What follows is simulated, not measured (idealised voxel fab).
Module name: voxel lift off (process module)
260 nm wide, 5 nm square cells: that's cross-section cut.
Just so we're on the same page, the cross-sections are grids of square cells, and they're listed out in bands top to bottom, each band one or more rows deep. Heights first: top, then bottom, in nm. Then materials, left to right, each with a width in nm. "everywhere" on a single material: fills the band edge to edge. "empty": empty space. The reference from which all heights are counted is 0, the level beneath which the as-received wafer is entirely one material; the lowest band, having no lower bound, proceeds downward and is written after the example "top 0, no bottom". Width: "30->40" (first number = top row, second number = bottom row, same change from row to row of cells). "everything unchanged" for a step: no cell of the cross-section changed in that step. The entry "Closed void inventory" lists the empty spaces that cover at least 8 cells and have no open path to the top. Each is written as width x height at distance, where the distance is measured from the left edge and all three values are in nm. Post-settings text on a step line: simulator's own remark regarding the step. For masked steps, "overlay nm" on the step line gives how far right of plan the mask actually lay; a minus sign means it lay to the left.
So here's the lineup of process steps we planned
1) RECEIVE, material Si
2) CONFORMAL_DEP, material SiO2, thk nm 15
3) PATTERN, tone open, mask id LINES, material resist, width nm 15, pitch nm 45, thk nm 30, overlay nm 0
4) DIRECTIONAL_DEP, material Ru, thk nm 15
5) STRIP, etch materials resist
6) CONFORMAL_DEP, material SiN, thk nm 5
Here's what the wafer looked like in cross-section when it arrived - that's after step 1
> top 0, no bottom | Si everywhere
> Closed void inventory: none
The first of two wafers, cross-sectioned at the end of the module, with the run proceeding as planned
> top 35, bottom 30 | 95 of empty, 25 of SiN, 20 of empty, 25 of SiN, 95 of empty
> top 30, bottom 20 | 95 of empty, 5 of SiN, 15 of Ru, 5 of SiN, 20 of empty, 5 of SiN, 15 of Ru, 5 of SiN, 95 of empty
> top 20, bottom 15 | 100 of SiN, 15 of Ru, 30 of SiN, 15 of Ru, 100 of SiN
> top 15, bottom 0 | SiO2 everywhere
> top 0, no bottom | Si everywhere
> Closed void inventory: none
Here's the second of our two wafers sectioned at module end. Same start as the first, same plan, but one mistake got made running it
> top 35, bottom 30 | 90 of empty, 35 of SiN, 10 of empty, 35 of SiN, 90 of empty
> top 30, bottom 20 | 90 of empty, 5 of SiN, 25 of Ru, 5 of SiN, 10 of empty, 5 of SiN, 25 of Ru, 5 of SiN, 90 of empty
> top 20, bottom 15 | 95 of SiN, 25 of Ru, 20 of SiN, 25 of Ru, 95 of SiN
> top 15, bottom 0 | SiO2 everywhere
> top 0, no bottom | Si everywhere
> Closed void inventory: none
Heads up, the wafer didn't run the way we planned it: heads up, step 3 didn't go per plan, it actually ran as PATTERN, tone open, mask id LINES, material resist, width nm 25, pitch nm 45, thk nm 30, overlay nm 0
Final wafer comparison in cells, second versus first, more or fewer per material: 12 more of Ru
